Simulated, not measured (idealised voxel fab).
Proc. module: voxel self aligned contacts
The cross-section shown here is cut; it is 220 nm wide and divided into square cells measuring 5 nm on a side.
For the purposes of this document, a cross-section shall be understood as a grid of square cells, specified as bands listed in top-to-bottom order, each band consisting of one or more rows of cells. The band entry comprises the height of the band's top followed by the height of its bottom, expressed in nm, and subsequently the band's materials from left to right, each stated together with its width in nm. Where a single material is marked with the word "everywhere", that material fills the band from edge to edge. The word "empty" represents empty space. For the purposes of this specification, 0 denotes the height below which the wafer in its as-received condition is composed wholly of one material, and the lowermost band, lacking a lower limit, extends downward without end, as expressed in "0 down". The notation "30..40" denotes a width that varies across the rows of cells in the band, beginning at the first number in the top row, finishing at the second number in the bottom row, and changing by an identical amount from each row to the next. Where the words "nothing changed" appear for a step, the cross-section shows no cell changed by that step; every cell remained as before. Voids not open to the top, 8 cells minimum: see "Fully sealed cavities". Written width x height at distance; distance is from the left edge; nm. On a step's line, text after the settings is the simulator commenting on that step. overlay nm: where the mask lay relative to plan, measured to the right, on steps with a mask; negatives go left.
# Planned process steps
1,RECEIVE | material Si
2,CONFORMAL_DEP | material SiO2 | thk nm 5
3,DIRECTIONAL_DEP | material polySi | thk nm 20
4,DIRECTIONAL_DEP | material SiN | thk nm 15
5,DIRECTIONAL_DEP | material aC | thk nm 15
6,PATTERN | tone cover | mask id GATE | material resist | width nm 30 | pitch nm 65 | thk nm 35 | overlay nm 0
7,DIRECTIONAL_ETCH | etch materials aC | depth nm 15
8,STRIP | etch materials resist
9,DIRECTIONAL_ETCH | etch materials SiN | depth nm 15
10,DIRECTIONAL_ETCH | etch materials polySi | depth nm 20
11,STRIP | etch materials aC
12,CONFORMAL_DEP | material SiN | thk nm 5
13,DIRECTIONAL_ETCH | etch materials SiN | depth nm 5
14,FILL_DEP | material SiO2 | thk nm 15
15,CMP | height nm 45
16,MASKED_ETCH | tone open | mask id CONTACT | width nm 45 | etch materials SiO2 | depth nm 45 | overlay nm 0
17,CONFORMAL_DEP | material TiN | thk nm 5
18,FILL_DEP | material Ru | thk nm 10
19,CMP | height nm 45
20,CONFORMAL_DEP | material SiCN | thk nm 5
# Cross-section of the incoming wafer, state after step 1
    0 down | Si everywhere
    Fully sealed cavities: none
# Same starting wafer, same plan as above, one mistake in the execution; this is the cross-section at the end of the module
    50 to 45 | SiCN everywhere
    45 to 40 | SiO2 85; TiN 20; Ru 10; TiN 15; SiO2 90
    40 to 25 | SiO2 55; SiN 45; TiN 5; Ru 10; TiN 5; SiN 45; SiO2 55
    25 to 5 | SiO2 55; SiN 5; polySi 35; SiN 5; TiN 5; Ru 10; TiN 5; SiN 5; polySi 35; SiN 5; SiO2 55
    5 to 0 | SiO2 100; TiN 20; SiO2 100
    0 down | Si everywhere
    Fully sealed cavities: none
The mistake made against the process plan was this: step 6 ran as: PATTERN | tone cover | mask id GATE | material resist | width nm 35 | pitch nm 65 | thk nm 35 | overlay nm 0
